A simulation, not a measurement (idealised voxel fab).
Process module under the name voxel spacer lines
Pictured: cross-section cut, 245 nm wide, on a grid of 5 nm square cells.
A cross-section is a grid of square cells, given in bands from the top down. A band is one or more rows of cells.
Band: top height; bottom height; in nm. Then, left to right: material with width in nm, for each material. "full width": a single material spanning edge to edge. "blank": empty space.
Note: height 0 marks the level under which the wafer is uniformly one material as received. Lowest band unbounded below, written "z 0 and below".
Think of "30->40" as a width that walks from the first number to the second as you go down the band, top row to bottom row, taking equal-sized steps from row to row.
The cross-section has no changed cell in any step marked "no alteration".
"Sealed cavities" enumerates empty spaces isolated from the top, with no open way to it, that contain at least 8 cells, giving each as width x height at distance from the left edge, all three in nm.
Post-settings text on a step line: simulator's own remark regarding the step.
Regarding "overlay nm": on a step with a mask, it is the distance the mask lay to the right of its planned place; a negative value places it to the left.
The steps planned for the process are as follows
1: RECEIVE, material Si
2: CONFORMAL_DEP, material Al2O3, thk nm 5
3: DIRECTIONAL_DEP, material W, thk nm 20
4: DIRECTIONAL_DEP, material aC, thk nm 25
5: PATTERN, tone cover, mask id MANDREL, material resist, width nm 25, pitch nm 70, thk nm 30, overlay nm 0
6: DIRECTIONAL_ETCH, etch materials aC, depth nm 25
7: STRIP, etch materials resist
8: CONFORMAL_DEP, material SiO2, thk nm 10
9: DIRECTIONAL_ETCH, etch materials SiO2, depth nm 10
10: STRIP, etch materials aC
11: DIRECTIONAL_ETCH, etch materials W, depth nm 20
12: STRIP, etch materials SiO2
Below: the first of two wafers, run as planned
Wafer cross-section on receipt, i.e. after step 1
  z 0 and below: Si full width
  Sealed cavities: none
Once step 2 is through, the wafer looks like this in cross-section
  z 5 to 0: Al2O3 full width
  At heights below 0, the structure remains unaltered.
Once step 3 is through, the wafer looks like this in cross-section
  z 25 to 5: W full width
  At heights below 5, the structure remains unaltered.
Once step 4 is through, the wafer looks like this in cross-section
  z 50 to 25: aC full width
  At heights below 25, the structure remains unaltered.
Once step 5 is through, the wafer looks like this in cross-section
  z 80 to 50: 75 nm blank  25 nm resist  45 nm blank  25 nm resist  75 nm blank
  At heights below 50, the structure remains unaltered.
Once step 6 is through, the wafer looks like this in cross-section
  z 55 to 50: 75 nm blank  25 nm resist  45 nm blank  25 nm resist  75 nm blank
  z 50 to 25: 75 nm blank  25 nm aC  45 nm blank  25 nm aC  75 nm blank
  At heights below 25, the structure remains unaltered.
Once step 7 is through, the wafer looks like this in cross-section
  z 50 to 25: 75 nm blank  25 nm aC  45 nm blank  25 nm aC  75 nm blank
  At heights below 25, the structure remains unaltered.
Once step 8 is through, the wafer looks like this in cross-section
  z 60 to 50: 65 nm blank  45 nm SiO2  25 nm blank  45 nm SiO2  65 nm blank
  z 50 to 35: 65 nm blank  10 nm SiO2  25 nm aC  10 nm SiO2  25 nm blank  10 nm SiO2  25 nm aC  10 nm SiO2  65 nm blank
  z 35 to 25: 75 nm SiO2  25 nm aC  45 nm SiO2  25 nm aC  75 nm SiO2
  At heights below 25, the structure remains unaltered.
Once step 9 is through, the wafer looks like this in cross-section
  z 50 to 25: 65 nm blank  10 nm SiO2  25 nm aC  10 nm SiO2  25 nm blank  10 nm SiO2  25 nm aC  10 nm SiO2  65 nm blank
  At heights below 25, the structure remains unaltered.
Once step 10 is through, the wafer looks like this in cross-section
  z 50 to 25: 65 nm blank  10 nm SiO2  25 nm blank  10 nm SiO2  25 nm blank  10 nm SiO2  25 nm blank  10 nm SiO2  65 nm blank
  At heights below 25, the structure remains unaltered.
Once step 11 is through, the wafer looks like this in cross-section
  z 50 to 25: 65 nm blank  10 nm SiO2  25 nm blank  10 nm SiO2  25 nm blank  10 nm SiO2  25 nm blank  10 nm SiO2  65 nm blank
  z 25 to 5: 65 nm blank  10 nm W  25 nm blank  10 nm W  25 nm blank  10 nm W  25 nm blank  10 nm W  65 nm blank
  At heights below 5, the structure remains unaltered.
Once step 12 is through, the wafer looks like this in cross-section
  z 25 to 5: 65 nm blank  10 nm W  25 nm blank  10 nm W  25 nm blank  10 nm W  25 nm blank  10 nm W  65 nm blank
  At heights below 5, the structure remains unaltered.
Wafer two of the pair: same origin, same plan, one error during the run; identical to wafer one up to and including step 7
At the planned end of step 8, the second wafer in cross-section
  z 60 to 50: 65 nm blank  45 nm W  25 nm blank  45 nm W  65 nm blank
  z 50 to 35: 65 nm blank  10 nm W  25 nm aC  10 nm W  25 nm blank  10 nm W  25 nm aC  10 nm W  65 nm blank
  z 35 to 25: 75 nm W  25 nm aC  45 nm W  25 nm aC  75 nm W
  At heights below 25, the structure remains unaltered.
At the planned end of step 9, the second wafer in cross-section: no alteration
At the planned end of step 10, the second wafer in cross-section: no alteration
At the planned end of step 11, the second wafer in cross-section
  z 50 to 40: 75 nm blank  25 nm aC  45 nm blank  25 nm aC  75 nm blank
  z 40 to 25: 65 nm blank  10 nm W  25 nm aC  10 nm W  25 nm blank  10 nm W  25 nm aC  10 nm W  65 nm blank
  z 25 to 15: 65 nm blank  45 nm W  25 nm blank  45 nm W  65 nm blank
  At heights below 15, the structure remains unaltered.
At the planned end of step 12, the second wafer in cross-section: no alteration
Run error: it should be noted that step 8 was executed with settings other than those planned, the operation and settings actually applied being CONFORMAL_DEP, material W, thk nm 10
Per the end-of-run cell counts, the second wafer holds more or fewer of some materials than the first: W +126; aC +50
